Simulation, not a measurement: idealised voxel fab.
The process module presented herein is designated voxel ribs on slabs.
Xsec cut, 145 nm wide, square cell size 5 nm.
A cross-section in this document is a grid of square cells, and it is written down as bands, the top band listed before the ones below it; a band is made up of one or more rows of cells. Heights first: top, then bottom, in nm. Then materials, left to right, each with a width in nm. "all across" on a single material: fills the band edge to edge. "empty": empty space. The level at which height equals 0 is the one under which the wafer, as it arrives, is entirely one material. No lower edge exists for the bottom band, which continues downward and is notated as in "0 and below". You'd read "30->40" like this: the band's top row of cells is as wide as the first number, its bottom row is as wide as the second, and going down, every row changes width by the same amount as the row before did. "nothing changed" (step): cross-section cells unchanged, all of them. What "Unvented voids" gives you is every empty space of 8 cells or more that is cut off from the top. Each appears as width x height at distance, with the distance taken from the left edge and width, height and distance all in nm. Read whatever lies past the settings on a step's line as the simulator's own remark about the step. The setting "overlay nm" may be written on the line of a step. When the step uses a mask, the value reports how far to the right of the planned place the mask lay, and a negative value reports that it lay to the left.

### Intended process steps
- 1: RECEIVE (material Si)
- 2: DIRECTIONAL_DEP (material SiO2; thk nm 25)
- 3: DIRECTIONAL_DEP (material polySi; thk nm 15)
- 4: DIRECTIONAL_DEP (material aC; thk nm 10)
- 5: PATTERN (tone cover; mask id RIB; material resist; width nm 15; thk nm 30; overlay nm 0)
- 6: DIRECTIONAL_ETCH (etch materials aC; depth nm 10)
- 7: STRIP (etch materials resist)
- 8: DIRECTIONAL_ETCH (etch materials polySi; depth nm 10)
- 9: STRIP (etch materials aC)
- 10: MASKED_ETCH (tone cover; mask id SLAB; width nm 55; etch materials polySi; depth nm 5; overlay nm 0)
- 11: FILL_DEP (material SiO2; thk nm 25)
- 12: CMP (height nm 55)
- 13: DIRECTIONAL_DEP (material TiN; thk nm 10)
- 14: PATTERN (tone cover; mask id HEATER; material resist; width nm 25; thk nm 20; overlay nm 0)
- 15: DIRECTIONAL_ETCH (etch materials TiN; depth nm 10)
- 16: STRIP (etch materials resist)
- 17: CONFORMAL_DEP (material SiO2; thk nm 5)

### Cross-sectional view of the wafer in its as-received condition, corresponding to the state after step 1
0 and below | Si all across
Unvented voids: none

### Result of the module, cross-sectioned: start per above, plan per above, one error in how it was run
70 down to 65 | 55 empty; 35 SiO2; 55 empty
65 down to 60 | 55 empty; 5 SiO2; 25 TiN; 5 SiO2; 55 empty
60 down to 55 | 60 SiO2; 25 TiN; 60 SiO2
55 down to 40 | SiO2 all across
40 down to 30 | 65 SiO2; 20 polySi; 60 SiO2
30 down to 25 | 45 SiO2; 55 polySi; 45 SiO2
25 down to 0 | SiO2 all across
0 and below | Si all across
Unvented voids: none
It is concluded that the wafer was processed incorrectly with respect to the plan, in that step 5 went in with a setting other than planned; the actual run was PATTERN (tone cover; mask id RIB; material resist; width nm 20; thk nm 30; overlay nm 0)
